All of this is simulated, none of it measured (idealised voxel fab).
The process module that follows is named voxel self aligned vias.
The cross-section shown here is cut; it is 280 nm wide and divided into square cells measuring 5 nm on a side.
The cross-sections in this document take the form of a grid made of square cells. They are written out as bands, in order from top to bottom. Each band consists of one or more rows of cells.
Heads up on the band format: heights come first, top then bottom, in nm. After that it's the materials left to right, each with its width in nm. A single material flagged "full width" fills the whole band edge to edge, and "empty" means there's empty space there.
We count height from 0. Below that, the starting wafer is all one material. The lowest band never ends at the bottom but goes on down; see "0 down" for how that is written.
The width entry "30 to 40" should be interpreted row by row: the top row of cells in the band takes the first number, the bottom row takes the second number, and the change between adjacent rows is uniform throughout.
Any step labelled "changes: none" changed none of the cells in the cross-section.
"Enclosed empty spaces" - sealed voids, min. 8 cells, no opening to top; format: width x height at distance (distance from left edge; nm throughout).
Whatever follows a step's settings on its line is a remark the simulator itself makes about that step.
Steps that use a mask can have "overlay nm" on their line. It says how far the mask sat to the right of where it was meant to be. Negative means to the left.

# Planned process steps
step 1: RECEIVE | material Si
step 2: CONFORMAL_DEP | material SiO2 | thk nm 15
step 3: CONFORMAL_DEP | material SiCN | thk nm 5
step 4: DIRECTIONAL_DEP | material SiO2 | thk nm 25
step 5: DIRECTIONAL_DEP | material aC | thk nm 10
step 6: PATTERN | tone open | mask id LINES | material resist | width nm 30 | pitch nm 60 | thk nm 25 | overlay nm 0
step 7: DIRECTIONAL_ETCH | etch materials aC | depth nm 10
step 8: STRIP | etch materials resist
step 9: DIRECTIONAL_ETCH | etch materials SiO2 | depth nm 25
step 10: STRIP | etch materials aC
step 11: CONFORMAL_DEP | material TiN | thk nm 5
step 12: FILL_DEP | material Ru | thk nm 10
step 13: CMP | height nm 45
step 14: SELECTIVE_ETCH | etch materials W Ru TiN | depth nm 5
step 15: FILL_DEP | material SiN | thk nm 10
step 16: CMP | height nm 45
step 17: DIRECTIONAL_DEP | material SiO2 | thk nm 20
step 18: DIRECTIONAL_DEP | material aC | thk nm 15
step 19: PATTERN | tone open | mask id VIAS | material resist | width nm 40 | pitch nm 120 | thk nm 35 | overlay nm 0
step 20: DIRECTIONAL_ETCH | etch materials aC | depth nm 15
step 21: STRIP | etch materials resist
step 22: DIRECTIONAL_ETCH | etch materials SiO2 | depth nm 20
step 23: DIRECTIONAL_ETCH | etch materials SiN | depth nm 5
step 24: STRIP | etch materials aC
step 25: CONFORMAL_DEP | material TiN | thk nm 5
step 26: FILL_DEP | material Ru | thk nm 5
step 27: CMP | height nm 65
step 28: CONFORMAL_DEP | material SiCN | thk nm 5

# first wafer, as planned

# Cross-section of the wafer as it came to us, i.e., already through step 1
> 0 down = Si full width
> Enclosed empty spaces: none

# Cross-sectional representation of the wafer at the conclusion of step 2
> 15 to 0 = SiO2 full width
> Everything below 0 is unchanged.

# Cross-sectional representation of the wafer at the conclusion of step 3
> 20 to 15 = SiCN full width
> Everything below 15 is unchanged.

# Cross-sectional representation of the wafer at the conclusion of step 4
> 45 to 20 = SiO2 full width
> Everything below 20 is unchanged.

# Cross-sectional representation of the wafer at the conclusion of step 5
> 55 to 45 = aC full width
> Everything below 45 is unchanged.

# Cross-sectional representation of the wafer at the conclusion of step 6
> 80 to 55 = 65 of resist, then 30 of empty, then 30 of resist, then 30 of empty, then 30 of resist, then 30 of empty, then 65 of resist
> Everything below 55 is unchanged.

# Cross-sectional representation of the wafer at the conclusion of step 7
> 70 to 55 = 65 of resist, then 30 of empty, then 30 of resist, then 30 of empty, then 30 of resist, then 30 of empty, then 65 of resist
> 55 to 45 = 65 of aC, then 30 of empty, then 30 of aC, then 30 of empty, then 30 of aC, then 30 of empty, then 65 of aC
> Everything below 45 is unchanged.

# Cross-sectional representation of the wafer at the conclusion of step 8
> 55 to 45 = 65 of aC, then 30 of empty, then 30 of aC, then 30 of empty, then 30 of aC, then 30 of empty, then 65 of aC
> Everything below 45 is unchanged.

# Cross-sectional representation of the wafer at the conclusion of step 9
> 55 to 45 = 65 of aC, then 30 of empty, then 30 of aC, then 30 of empty, then 30 of aC, then 30 of empty, then 65 of aC
> 45 to 20 = 65 of SiO2, then 30 of empty, then 30 of SiO2, then 30 of empty, then 30 of SiO2, then 30 of empty, then 65 of SiO2
> Everything below 20 is unchanged.

# Cross-sectional representation of the wafer at the conclusion of step 10
> 45 to 20 = 65 of SiO2, then 30 of empty, then 30 of SiO2, then 30 of empty, then 30 of SiO2, then 30 of empty, then 65 of SiO2
> Everything below 20 is unchanged.

# Cross-sectional representation of the wafer at the conclusion of step 11
> 50 to 45 = 70 of TiN, then 20 of empty, then 40 of TiN, then 20 of empty, then 40 of TiN, then 20 of empty, then 70 of TiN
> 45 to 25 = 65 of SiO2, then 5 of TiN, then 20 of empty, then 5 of TiN, then 30 of SiO2, then 5 of TiN, then 20 of empty, then 5 of TiN, then 30 of SiO2, then 5 of TiN, then 20 of empty, then 5 of TiN, then 65 of SiO2
> 25 to 20 = 65 of SiO2, then 30 of TiN, then 30 of SiO2, then 30 of TiN, then 30 of SiO2, then 30 of TiN, then 65 of SiO2
> Everything below 20 is unchanged.

# Cross-sectional representation of the wafer at the conclusion of step 12
> 60 to 50 = Ru full width
> 50 to 45 = 70 of TiN, then 20 of Ru, then 40 of TiN, then 20 of Ru, then 40 of TiN, then 20 of Ru, then 70 of TiN
> 45 to 25 = 65 of SiO2, then 5 of TiN, then 20 of Ru, then 5 of TiN, then 30 of SiO2, then 5 of TiN, then 20 of Ru, then 5 of TiN, then 30 of SiO2, then 5 of TiN, then 20 of Ru, then 5 of TiN, then 65 of SiO2
> Everything below 25 is unchanged.

# Cross-sectional representation of the wafer at the conclusion of step 13
> 45 to 25 = 65 of SiO2, then 5 of TiN, then 20 of Ru, then 5 of TiN, then 30 of SiO2, then 5 of TiN, then 20 of Ru, then 5 of TiN, then 30 of SiO2, then 5 of TiN, then 20 of Ru, then 5 of TiN, then 65 of SiO2
> Everything below 25 is unchanged.

# Cross-sectional representation of the wafer at the conclusion of step 14
> 45 to 40 = 65 of SiO2, then 30 of empty, then 30 of SiO2, then 30 of empty, then 30 of SiO2, then 30 of empty, then 65 of SiO2
> Everything below 40 is unchanged.

# Cross-sectional representation of the wafer at the conclusion of step 15
> 55 to 45 = SiN full width
> 45 to 40 = 65 of SiO2, then 30 of SiN, then 30 of SiO2, then 30 of SiN, then 30 of SiO2, then 30 of SiN, then 65 of SiO2
> Everything below 40 is unchanged.

# Cross-sectional representation of the wafer at the conclusion of step 16
> 45 to 40 = 65 of SiO2, then 30 of SiN, then 30 of SiO2, then 30 of SiN, then 30 of SiO2, then 30 of SiN, then 65 of SiO2
> Everything below 40 is unchanged.

# Cross-sectional representation of the wafer at the conclusion of step 17
> 65 to 45 = SiO2 full width
> Everything below 45 is unchanged.

# Cross-sectional representation of the wafer at the conclusion of step 18
> 80 to 65 = aC full width
> Everything below 65 is unchanged.

# Cross-sectional representation of the wafer at the conclusion of step 19
> 115 to 80 = 60 of resist, then 40 of empty, then 80 of resist, then 40 of empty, then 60 of resist
> Everything below 80 is unchanged.

# Cross-sectional representation of the wafer at the conclusion of step 20
> 100 to 80 = 60 of resist, then 40 of empty, then 80 of resist, then 40 of empty, then 60 of resist
> 80 to 65 = 60 of aC, then 40 of empty, then 80 of aC, then 40 of empty, then 60 of aC
> Everything below 65 is unchanged.

# Cross-sectional representation of the wafer at the conclusion of step 21
> 80 to 65 = 60 of aC, then 40 of empty, then 80 of aC, then 40 of empty, then 60 of aC
> Everything below 65 is unchanged.

# Cross-sectional representation of the wafer at the conclusion of step 22
> 80 to 65 = 60 of aC, then 40 of empty, then 80 of aC, then 40 of empty, then 60 of aC
> 65 to 45 = 60 of SiO2, then 40 of empty, then 80 of SiO2, then 40 of empty, then 60 of SiO2
> Everything below 45 is unchanged.

# Cross-sectional representation of the wafer at the conclusion of step 23
> 80 to 65 = 60 of aC, then 40 of empty, then 80 of aC, then 40 of empty, then 60 of aC
> 65 to 45 = 60 of SiO2, then 40 of empty, then 80 of SiO2, then 40 of empty, then 60 of SiO2
> 45 to 40 = 65 of SiO2, then 30 of empty, then 30 of SiO2, then 30 of SiN, then 30 of SiO2, then 30 of empty, then 65 of SiO2
> Everything below 40 is unchanged.

# Cross-sectional representation of the wafer at the conclusion of step 24
> 65 to 45 = 60 of SiO2, then 40 of empty, then 80 of SiO2, then 40 of empty, then 60 of SiO2
> Everything below 45 is unchanged.

# Cross-sectional representation of the wafer at the conclusion of step 25
> 70 to 65 = 65 of TiN, then 30 of empty, then 90 of TiN, then 30 of empty, then 65 of TiN
> 65 to 50 = 60 of SiO2, then 5 of TiN, then 30 of empty, then 5 of TiN, then 80 of SiO2, then 5 of TiN, then 30 of empty, then 5 of TiN, then 60 of SiO2
> 50 to 45 = 60 of SiO2, then 10 of TiN, then 20 of empty, then 10 of TiN, then 80 of SiO2, then 10 of TiN, then 20 of empty, then 10 of TiN, then 60 of SiO2
> 45 to 40 = 65 of SiO2, then 30 of TiN, then 30 of SiO2, then 30 of SiN, then 30 of SiO2, then 30 of TiN, then 65 of SiO2
> Everything below 40 is unchanged.

# Cross-sectional representation of the wafer at the conclusion of step 26
> 75 to 70 = Ru full width
> 70 to 65 = 65 of TiN, then 30 of Ru, then 90 of TiN, then 30 of Ru, then 65 of TiN
> 65 to 50 = 60 of SiO2, then 5 of TiN, then 30 of Ru, then 5 of TiN, then 80 of SiO2, then 5 of TiN, then 30 of Ru, then 5 of TiN, then 60 of SiO2
> 50 to 45 = 60 of SiO2, then 10 of TiN, then 20 of Ru, then 10 of TiN, then 80 of SiO2, then 10 of TiN, then 20 of Ru, then 10 of TiN, then 60 of SiO2
> Everything below 45 is unchanged.

# Cross-sectional representation of the wafer at the conclusion of step 27
> 65 to 50 = 60 of SiO2, then 5 of TiN, then 30 of Ru, then 5 of TiN, then 80 of SiO2, then 5 of TiN, then 30 of Ru, then 5 of TiN, then 60 of SiO2
> Everything below 50 is unchanged.

# Cross-sectional representation of the wafer at the conclusion of step 28
> 70 to 65 = SiCN full width
> Everything below 65 is unchanged.

# Here the second wafer is described. Its start and its plan were those of the first wafer. Its run contained one mistake. Up to and including step 1, it did exactly what the first wafer did

# Second wafer, cut view, end of step 2 per plan
> 5 to 0 = SiCN full width
> Everything below 0 is unchanged.

# Second wafer, cut view, end of step 3 per plan
> 20 to 5 = SiO2 full width
> Everything below 5 is unchanged.

# Second wafer, cut view, end of step 4 per plan
> 45 to 5 = SiO2 full width
> Everything below 5 is unchanged.

# Second wafer, cut view, end of step 5 per plan
> 55 to 45 = aC full width
> Everything below 45 is unchanged.

# Second wafer, cut view, end of step 6 per plan
> 80 to 55 = 65 of resist, then 30 of empty, then 30 of resist, then 30 of empty, then 30 of resist, then 30 of empty, then 65 of resist
> Everything below 55 is unchanged.

# Second wafer, cut view, end of step 7 per plan
> 70 to 55 = 65 of resist, then 30 of empty, then 30 of resist, then 30 of empty, then 30 of resist, then 30 of empty, then 65 of resist
> 55 to 45 = 65 of aC, then 30 of empty, then 30 of aC, then 30 of empty, then 30 of aC, then 30 of empty, then 65 of aC
> Everything below 45 is unchanged.

# Second wafer, cut view, end of step 8 per plan
> 55 to 45 = 65 of aC, then 30 of empty, then 30 of aC, then 30 of empty, then 30 of aC, then 30 of empty, then 65 of aC
> Everything below 45 is unchanged.

# Second wafer, cut view, end of step 9 per plan
> 55 to 45 = 65 of aC, then 30 of empty, then 30 of aC, then 30 of empty, then 30 of aC, then 30 of empty, then 65 of aC
> 45 to 20 = 65 of SiO2, then 30 of empty, then 30 of SiO2, then 30 of empty, then 30 of SiO2, then 30 of empty, then 65 of SiO2
> Everything below 20 is unchanged.

# Second wafer, cut view, end of step 10 per plan
> 45 to 20 = 65 of SiO2, then 30 of empty, then 30 of SiO2, then 30 of empty, then 30 of SiO2, then 30 of empty, then 65 of SiO2
> Everything below 20 is unchanged.

# Second wafer, cut view, end of step 11 per plan
> 50 to 45 = 70 of TiN, then 20 of empty, then 40 of TiN, then 20 of empty, then 40 of TiN, then 20 of empty, then 70 of TiN
> 45 to 25 = 65 of SiO2, then 5 of TiN, then 20 of empty, then 5 of TiN, then 30 of SiO2, then 5 of TiN, then 20 of empty, then 5 of TiN, then 30 of SiO2, then 5 of TiN, then 20 of empty, then 5 of TiN, then 65 of SiO2
> 25 to 20 = 65 of SiO2, then 30 of TiN, then 30 of SiO2, then 30 of TiN, then 30 of SiO2, then 30 of TiN, then 65 of SiO2
> Everything below 20 is unchanged.

# Second wafer, cut view, end of step 12 per plan
> 60 to 50 = Ru full width
> 50 to 45 = 70 of TiN, then 20 of Ru, then 40 of TiN, then 20 of Ru, then 40 of TiN, then 20 of Ru, then 70 of TiN
> 45 to 25 = 65 of SiO2, then 5 of TiN, then 20 of Ru, then 5 of TiN, then 30 of SiO2, then 5 of TiN, then 20 of Ru, then 5 of TiN, then 30 of SiO2, then 5 of TiN, then 20 of Ru, then 5 of TiN, then 65 of SiO2
> Everything below 25 is unchanged.

# Second wafer, cut view, end of step 13 per plan
> 45 to 25 = 65 of SiO2, then 5 of TiN, then 20 of Ru, then 5 of TiN, then 30 of SiO2, then 5 of TiN, then 20 of Ru, then 5 of TiN, then 30 of SiO2, then 5 of TiN, then 20 of Ru, then 5 of TiN, then 65 of SiO2
> Everything below 25 is unchanged.

# Second wafer, cut view, end of step 14 per plan
> 45 to 40 = 65 of SiO2, then 30 of empty, then 30 of SiO2, then 30 of empty, then 30 of SiO2, then 30 of empty, then 65 of SiO2
> Everything below 40 is unchanged.

# Second wafer, cut view, end of step 15 per plan
> 55 to 45 = SiN full width
> 45 to 40 = 65 of SiO2, then 30 of SiN, then 30 of SiO2, then 30 of SiN, then 30 of SiO2, then 30 of SiN, then 65 of SiO2
> Everything below 40 is unchanged.

# Second wafer, cut view, end of step 16 per plan
> 45 to 40 = 65 of SiO2, then 30 of SiN, then 30 of SiO2, then 30 of SiN, then 30 of SiO2, then 30 of SiN, then 65 of SiO2
> Everything below 40 is unchanged.

# Second wafer, cut view, end of step 17 per plan
> 65 to 45 = SiO2 full width
> Everything below 45 is unchanged.

# Second wafer, cut view, end of step 18 per plan
> 80 to 65 = aC full width
> Everything below 65 is unchanged.

# Second wafer, cut view, end of step 19 per plan
> 115 to 80 = 60 of resist, then 40 of empty, then 80 of resist, then 40 of empty, then 60 of resist
> Everything below 80 is unchanged.

# Second wafer, cut view, end of step 20 per plan
> 100 to 80 = 60 of resist, then 40 of empty, then 80 of resist, then 40 of empty, then 60 of resist
> 80 to 65 = 60 of aC, then 40 of empty, then 80 of aC, then 40 of empty, then 60 of aC
> Everything below 65 is unchanged.

# Second wafer, cut view, end of step 21 per plan
> 80 to 65 = 60 of aC, then 40 of empty, then 80 of aC, then 40 of empty, then 60 of aC
> Everything below 65 is unchanged.

# Second wafer, cut view, end of step 22 per plan
> 80 to 65 = 60 of aC, then 40 of empty, then 80 of aC, then 40 of empty, then 60 of aC
> 65 to 45 = 60 of SiO2, then 40 of empty, then 80 of SiO2, then 40 of empty, then 60 of SiO2
> Everything below 45 is unchanged.

# Second wafer, cut view, end of step 23 per plan
> 80 to 65 = 60 of aC, then 40 of empty, then 80 of aC, then 40 of empty, then 60 of aC
> 65 to 45 = 60 of SiO2, then 40 of empty, then 80 of SiO2, then 40 of empty, then 60 of SiO2
> 45 to 40 = 65 of SiO2, then 30 of empty, then 30 of SiO2, then 30 of SiN, then 30 of SiO2, then 30 of empty, then 65 of SiO2
> Everything below 40 is unchanged.

# Second wafer, cut view, end of step 24 per plan
> 65 to 45 = 60 of SiO2, then 40 of empty, then 80 of SiO2, then 40 of empty, then 60 of SiO2
> Everything below 45 is unchanged.

# Second wafer, cut view, end of step 25 per plan
> 70 to 65 = 65 of TiN, then 30 of empty, then 90 of TiN, then 30 of empty, then 65 of TiN
> 65 to 50 = 60 of SiO2, then 5 of TiN, then 30 of empty, then 5 of TiN, then 80 of SiO2, then 5 of TiN, then 30 of empty, then 5 of TiN, then 60 of SiO2
> 50 to 45 = 60 of SiO2, then 10 of TiN, then 20 of empty, then 10 of TiN, then 80 of SiO2, then 10 of TiN, then 20 of empty, then 10 of TiN, then 60 of SiO2
> 45 to 40 = 65 of SiO2, then 30 of TiN, then 30 of SiO2, then 30 of SiN, then 30 of SiO2, then 30 of TiN, then 65 of SiO2
> Everything below 40 is unchanged.

# Second wafer, cut view, end of step 26 per plan
> 75 to 70 = Ru full width
> 70 to 65 = 65 of TiN, then 30 of Ru, then 90 of TiN, then 30 of Ru, then 65 of TiN
> 65 to 50 = 60 of SiO2, then 5 of TiN, then 30 of Ru, then 5 of TiN, then 80 of SiO2, then 5 of TiN, then 30 of Ru, then 5 of TiN, then 60 of SiO2
> 50 to 45 = 60 of SiO2, then 10 of TiN, then 20 of Ru, then 10 of TiN, then 80 of SiO2, then 10 of TiN, then 20 of Ru, then 10 of TiN, then 60 of SiO2
> Everything below 45 is unchanged.

# Second wafer, cut view, end of step 27 per plan
> 65 to 50 = 60 of SiO2, then 5 of TiN, then 30 of Ru, then 5 of TiN, then 80 of SiO2, then 5 of TiN, then 30 of Ru, then 5 of TiN, then 60 of SiO2
> Everything below 50 is unchanged.

# Second wafer, cut view, end of step 28 per plan
> 70 to 65 = SiCN full width
> Everything below 65 is unchanged.
Misprocessing identified: swap of plan steps 2 and 3 during execution
By the end, you'd get the same cell count for each material on either wafer, but the second wafer puts them somewhere else.
